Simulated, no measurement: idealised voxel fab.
A process module follows: voxel quadruple lines.
Cross-sectional view cut (width: 205 nm; square cell size: 5 nm).
Cross-section, as written here: a square-cell grid given band by band from the top down, where a band holds one or more rows of cells. What a band's entry tells you: where the top is and where the bottom is, as heights in nm, and after that what lies inside, material by material from left to right, each with its width in nm. Empty space is written as the word "empty", and a single material marked with the word "full width" occupies the band from edge to edge. Heads up on the height convention: 0 is the point under which the incoming wafer is all one material, and the lowest band has no bottom, it just keeps going down, like "0 -> down". You'd read "30 to 40" like this: the band's top row of cells is as wide as the first number, its bottom row is as wide as the second, and going down, every row changes width by the same amount as the row before did. The designation "same as before", where it is given for a processing step, indicates that no cell of the cross-section was altered in the course of that step. The entry titled "Encapsulated voids" provides the empty spaces that have no open way to the top, restricted to those of 8 cells or more. Each is presented as width x height at distance, the distance being measured from the left edge, with all three in nm. after a step's settings: what the simulator itself notes on the step. On any step carrying a mask, the "overlay nm" setting, if present on the step's line, tells how far right of its planned place the mask lay; negative values point to the left.
SO HERE'S THE LINEUP OF PROCESS STEPS WE PLANNED
- 1: RECEIVE,material Si
- 2: CONFORMAL_DEP,material SiO2,thk nm 5
- 3: DIRECTIONAL_DEP,material Ru,thk nm 15
- 4: DIRECTIONAL_DEP,material polySi,thk nm 15
- 5: DIRECTIONAL_DEP,material aC,thk nm 20
- 6: PATTERN,tone cover,mask id MANDREL,material resist,width nm 20,pitch nm 60,thk nm 25,overlay nm 0
- 7: DIRECTIONAL_ETCH,etch materials aC,depth nm 20
- 8: STRIP,etch materials resist
- 9: CONFORMAL_DEP,material SiO2,thk nm 10
- 10: DIRECTIONAL_ETCH,etch materials SiO2,depth nm 10
- 11: STRIP,etch materials aC
- 12: DIRECTIONAL_ETCH,etch materials polySi,depth nm 15
- 13: STRIP,etch materials SiO2
- 14: CONFORMAL_DEP,material SiN,thk nm 5
- 15: DIRECTIONAL_ETCH,etch materials SiN,depth nm 5
- 16: STRIP,etch materials polySi
- 17: DIRECTIONAL_ETCH,etch materials Ru,depth nm 15
- 18: STRIP,etch materials SiN
FIRST OF TWO WAFERS - AS PLANNED
INCOMING WAFER, CROSS-SECTIONAL VIEW, POST STEP 1
- 0 -> down = Si full width
- Encapsulated voids: none
WAFER SECTION VIEW AFTER PROCESSING STEP 2
- 5 -> 0 = SiO2 full width
- Anything lower than 0 is untouched.
WAFER SECTION VIEW AFTER PROCESSING STEP 3
- 20 -> 5 = Ru full width
- Anything lower than 5 is untouched.
WAFER SECTION VIEW AFTER PROCESSING STEP 4
- 35 -> 20 = polySi full width
- Anything lower than 20 is untouched.
WAFER SECTION VIEW AFTER PROCESSING STEP 5
- 55 -> 35 = aC full width
- Anything lower than 35 is untouched.
WAFER SECTION VIEW AFTER PROCESSING STEP 6
- 80 -> 55 = 60 nm empty, 20 nm resist, 40 nm empty, 20 nm resist, 65 nm empty
- Anything lower than 55 is untouched.
WAFER SECTION VIEW AFTER PROCESSING STEP 7
- 60 -> 55 = 60 nm empty, 20 nm resist, 40 nm empty, 20 nm resist, 65 nm empty
- 55 -> 35 = 60 nm empty, 20 nm aC, 40 nm empty, 20 nm aC, 65 nm empty
- Anything lower than 35 is untouched.
WAFER SECTION VIEW AFTER PROCESSING STEP 8
- 55 -> 35 = 60 nm empty, 20 nm aC, 40 nm empty, 20 nm aC, 65 nm empty
- Anything lower than 35 is untouched.
WAFER SECTION VIEW AFTER PROCESSING STEP 9
- 65 -> 55 = 50 nm empty, 40 nm SiO2, 20 nm empty, 40 nm SiO2, 55 nm empty
- 55 -> 45 = 50 nm empty, 10 nm SiO2, 20 nm aC, 10 nm SiO2, 20 nm empty, 10 nm SiO2, 20 nm aC, 10 nm SiO2, 55 nm empty
- 45 -> 35 = 60 nm SiO2, 20 nm aC, 40 nm SiO2, 20 nm aC, 65 nm SiO2
- Anything lower than 35 is untouched.
WAFER SECTION VIEW AFTER PROCESSING STEP 10
- 55 -> 35 = 50 nm empty, 10 nm SiO2, 20 nm aC, 10 nm SiO2, 20 nm empty, 10 nm SiO2, 20 nm aC, 10 nm SiO2, 55 nm empty
- Anything lower than 35 is untouched.
WAFER SECTION VIEW AFTER PROCESSING STEP 11
- 55 -> 35 = 50 nm empty, 10 nm SiO2, 20 nm empty, 10 nm SiO2, 20 nm empty, 10 nm SiO2, 20 nm empty, 10 nm SiO2, 55 nm empty
- Anything lower than 35 is untouched.
WAFER SECTION VIEW AFTER PROCESSING STEP 12
- 55 -> 35 = 50 nm empty, 10 nm SiO2, 20 nm empty, 10 nm SiO2, 20 nm empty, 10 nm SiO2, 20 nm empty, 10 nm SiO2, 55 nm empty
- 35 -> 20 = 50 nm empty, 10 nm polySi, 20 nm empty, 10 nm polySi, 20 nm empty, 10 nm polySi, 20 nm empty, 10 nm polySi, 55 nm empty
- Anything lower than 20 is untouched.
WAFER SECTION VIEW AFTER PROCESSING STEP 13
- 35 -> 20 = 50 nm empty, 10 nm polySi, 20 nm empty, 10 nm polySi, 20 nm empty, 10 nm polySi, 20 nm empty, 10 nm polySi, 55 nm empty
- Anything lower than 20 is untouched.
WAFER SECTION VIEW AFTER PROCESSING STEP 14
- 40 -> 35 = 45 nm empty, 20 nm SiN, 10 nm empty, 20 nm SiN, 10 nm empty, 20 nm SiN, 10 nm empty, 20 nm SiN, 50 nm empty
- 35 -> 25 = 45 nm empty, 5 nm SiN, 10 nm polySi, 5 nm SiN, 10 nm empty, 5 nm SiN, 10 nm polySi, 5 nm SiN, 10 nm empty, 5 nm SiN, 10 nm polySi, 5 nm SiN, 10 nm empty, 5 nm SiN, 10 nm polySi, 5 nm SiN, 50 nm empty
- 25 -> 20 = 50 nm SiN, 10 nm polySi, 20 nm SiN, 10 nm polySi, 20 nm SiN, 10 nm polySi, 20 nm SiN, 10 nm polySi, 55 nm SiN
- Anything lower than 20 is untouched.
WAFER SECTION VIEW AFTER PROCESSING STEP 15
- 35 -> 20 = 45 nm empty, 5 nm SiN, 10 nm polySi, 5 nm SiN, 10 nm empty, 5 nm SiN, 10 nm polySi, 5 nm SiN, 10 nm empty, 5 nm SiN, 10 nm polySi, 5 nm SiN, 10 nm empty, 5 nm SiN, 10 nm polySi, 5 nm SiN, 50 nm empty
- Anything lower than 20 is untouched.
WAFER SECTION VIEW AFTER PROCESSING STEP 16
- 35 -> 20 = 45 nm empty, 5 nm SiN, 10 nm empty, 5 nm SiN, 10 nm empty, 5 nm SiN, 10 nm empty, 5 nm SiN, 10 nm empty, 5 nm SiN, 10 nm empty, 5 nm SiN, 10 nm empty, 5 nm SiN, 10 nm empty, 5 nm SiN, 50 nm empty
- Anything lower than 20 is untouched.
WAFER SECTION VIEW AFTER PROCESSING STEP 17
- 35 -> 20 = 45 nm empty, 5 nm SiN, 10 nm empty, 5 nm SiN, 10 nm empty, 5 nm SiN, 10 nm empty, 5 nm SiN, 10 nm empty, 5 nm SiN, 10 nm empty, 5 nm SiN, 10 nm empty, 5 nm SiN, 10 nm empty, 5 nm SiN, 50 nm empty
- 20 -> 5 = 45 nm empty, 5 nm Ru, 10 nm empty, 5 nm Ru, 10 nm empty, 5 nm Ru, 10 nm empty, 5 nm Ru, 10 nm empty, 5 nm Ru, 10 nm empty, 5 nm Ru, 10 nm empty, 5 nm Ru, 10 nm empty, 5 nm Ru, 50 nm empty
- Anything lower than 5 is untouched.
WAFER SECTION VIEW AFTER PROCESSING STEP 18
- 20 -> 5 = 45 nm empty, 5 nm Ru, 10 nm empty, 5 nm Ru, 10 nm empty, 5 nm Ru, 10 nm empty, 5 nm Ru, 10 nm empty, 5 nm Ru, 10 nm empty, 5 nm Ru, 10 nm empty, 5 nm Ru, 10 nm empty, 5 nm Ru, 50 nm empty
- Anything lower than 5 is untouched.
THE REMAINING WAFER, SECOND OF THE TWO, STARTED LIKE THE FIRST AND WAS RUN TO THE SAME PLAN, EXCEPT THAT ONE MISTAKE WAS MADE ALONG THE WAY; THE TWO COINCIDE THROUGH STEP 15, INCLUSIVE
SECOND WAFER PROFILE IN SECTION, AT THE MOMENT STEP 16 OF THE PLAN WAS MEANT TO BE COMPLETE
- 35 -> 20 = 45 nm empty, 5 nm SiN, 10 nm polySi, 5 nm SiN, 10 nm empty, 5 nm SiN, 10 nm polySi, 5 nm SiN, 10 nm empty, 5 nm SiN, 10 nm polySi, 5 nm SiN, 10 nm empty, 5 nm SiN, 10 nm polySi, 5 nm SiN, 50 nm empty
- 20 -> 5 = 45 nm empty, 20 nm Ru, 10 nm empty, 20 nm Ru, 10 nm empty, 20 nm Ru, 10 nm empty, 20 nm Ru, 50 nm empty
- Anything lower than 5 is untouched.
SECOND WAFER PROFILE IN SECTION, AT THE MOMENT STEP 17 OF THE PLAN WAS MEANT TO BE COMPLETE
- 35 -> 20 = 45 nm empty, 5 nm SiN, 10 nm empty, 5 nm SiN, 10 nm empty, 5 nm SiN, 10 nm empty, 5 nm SiN, 10 nm empty, 5 nm SiN, 10 nm empty, 5 nm SiN, 10 nm empty, 5 nm SiN, 10 nm empty, 5 nm SiN, 50 nm empty
- Anything lower than 20 is untouched.
SECOND WAFER PROFILE IN SECTION, AT THE MOMENT STEP 18 OF THE PLAN WAS MEANT TO BE COMPLETE
- 20 -> 5 = 45 nm empty, 20 nm Ru, 10 nm empty, 20 nm Ru, 10 nm empty, 20 nm Ru, 10 nm empty, 20 nm Ru, 50 nm empty
- Anything lower than 5 is untouched.
Which mistake was made when the wafer was run? mixed up steps 16 and 17 - ran each in the other's place
End of process, cell counts, second wafer against first, materials with more or fewer: Ru +24
